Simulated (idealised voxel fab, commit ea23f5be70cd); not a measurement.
Process module name: voxel air gaps
Displayed cross-section: cut, width of 210 nm, square cells sized 5 nm.
When this document writes out a cross-section, it uses a grid of square cells and lists it as bands, beginning at the top and moving down, with a band standing for one or more rows of cells. Read a band's entry like this: the first values are the height of its top and the height of its bottom in nm, and what follows is the sequence of materials from left to right, each with its width in nm. Note that "blank" is empty space, and that a single material marked "full width" reaches across the band from edge to edge. Height is counted from the level 0, under which the received wafer is composed throughout of one material. The lowest of the bands is not closed at the bottom but continues downward, in the notation "0..down". A width such as "30..40" changes by the same amount from each row of cells to the next, from the band's top row to its bottom row. Given "nothing altered" for a step, no cell of the cross-section differs between before and after that step. This entry, "Closed void register", enumerates those empty regions of no fewer than 8 cells that possess no open connection to the top. Each region is reported in the form width x height at distance, the distance being taken from the left edge, with all three quantities expressed in nm. On each step's line, the part that comes after the settings is the simulator's own comment on the step. overlay nm: mask offset rightward from planned place, masked step; negative means leftward offset.
The planned process steps are enumerated hereunder
| 1 | op RECEIVE | material Si |
| 2 | op CONFORMAL_DEP | material SiO2 | thk nm 10 |
| 3 | op CONFORMAL_DEP | material SiN | thk nm 5 |
| 4 | op DIRECTIONAL_DEP | material lowk | thk nm 40 |
| 5 | op PATTERN | tone open | mask id LINES | material resist | width nm 15 | pitch nm 40 | thk nm 15 | overlay nm 0 |
| 6 | op DIRECTIONAL_ETCH | etch materials lowk | depth nm 40 |
| 7 | op STRIP | etch materials resist |
| 8 | op CONFORMAL_DEP | material TiN | thk nm 5 |
| 9 | op FILL_DEP | material Ru | thk nm 10 |
| 10 | op CMP | height nm 55 |
| 11 | op EPI | material Ru | thk nm 10 |
| 12 | op SELECTIVE_ETCH | etch materials lowk | depth nm 50 |
| 13 | op CONFORMAL_DEP | material SiCN | thk nm 5 |
Cross-section of the incoming wafer, state after step 1
0..down = Si full width
Closed void register: none
Here's the cross-section of the first of our two wafers at the end of the module - it ran as planned
70..65 = 40 nm blank / 125 nm SiCN / 45 nm blank
65..55 = 40 nm blank / 5 nm SiCN / 35 nm Ru / 5 nm SiCN / 35 nm Ru / 5 nm SiCN / 35 nm Ru / 5 nm SiCN / 45 nm blank
55..50 = 40 nm blank / 15 nm SiCN / 5 nm TiN / 5 nm Ru / 5 nm TiN / 25 nm SiCN / 5 nm TiN / 5 nm Ru / 5 nm TiN / 25 nm SiCN / 5 nm TiN / 5 nm Ru / 5 nm TiN / 15 nm SiCN / 45 nm blank
50..20 = 50 nm blank / 5 nm SiCN / 5 nm TiN / 5 nm Ru / 5 nm TiN / 5 nm SiCN / 15 nm blank / 5 nm SiCN / 5 nm TiN / 5 nm Ru / 5 nm TiN / 5 nm SiCN / 15 nm blank / 5 nm SiCN / 5 nm TiN / 5 nm Ru / 5 nm TiN / 5 nm SiCN / 55 nm blank
20..15 = 55 nm SiCN / 15 nm TiN / 25 nm SiCN / 15 nm TiN / 25 nm SiCN / 15 nm TiN / 60 nm SiCN
15..10 = SiN full width
10..0 = SiO2 full width
0..down = Si full width
Closed void register: 15 x 30 at 75; 15 x 30 at 115
Cross-sectional view: second of two wafers, end of module; start and plan identical to the first, one mistake in running
70..65 = 30 nm blank / 125 nm SiCN / 55 nm blank
65..55 = 30 nm blank / 5 nm SiCN / 35 nm Ru / 5 nm SiCN / 35 nm Ru / 5 nm SiCN / 35 nm Ru / 5 nm SiCN / 55 nm blank
55..50 = 30 nm blank / 15 nm SiCN / 5 nm TiN / 5 nm Ru / 5 nm TiN / 25 nm SiCN / 5 nm TiN / 5 nm Ru / 5 nm TiN / 25 nm SiCN / 5 nm TiN / 5 nm Ru / 5 nm TiN / 15 nm SiCN / 55 nm blank
50..20 = 40 nm blank / 5 nm SiCN / 5 nm TiN / 5 nm Ru / 5 nm TiN / 5 nm SiCN / 15 nm blank / 5 nm SiCN / 5 nm TiN / 5 nm Ru / 5 nm TiN / 5 nm SiCN / 15 nm blank / 5 nm SiCN / 5 nm TiN / 5 nm Ru / 5 nm TiN / 5 nm SiCN / 65 nm blank
20..15 = 45 nm SiCN / 15 nm TiN / 25 nm SiCN / 15 nm TiN / 25 nm SiCN / 15 nm TiN / 70 nm SiCN
15..10 = SiN full width
10..0 = SiO2 full width
0..down = Si full width
Closed void register: 15 x 30 at 65; 15 x 30 at 105
What broke from the plan during processing? step 5: run off-plan, actual operation and settings op PATTERN | tone open | mask id LINES | material resist | width nm 15 | pitch nm 40 | thk nm 15 | overlay nm -10
The concluding comparison shows that, measured in cells, each material is equally abundant on both wafers, albeit at different positions.
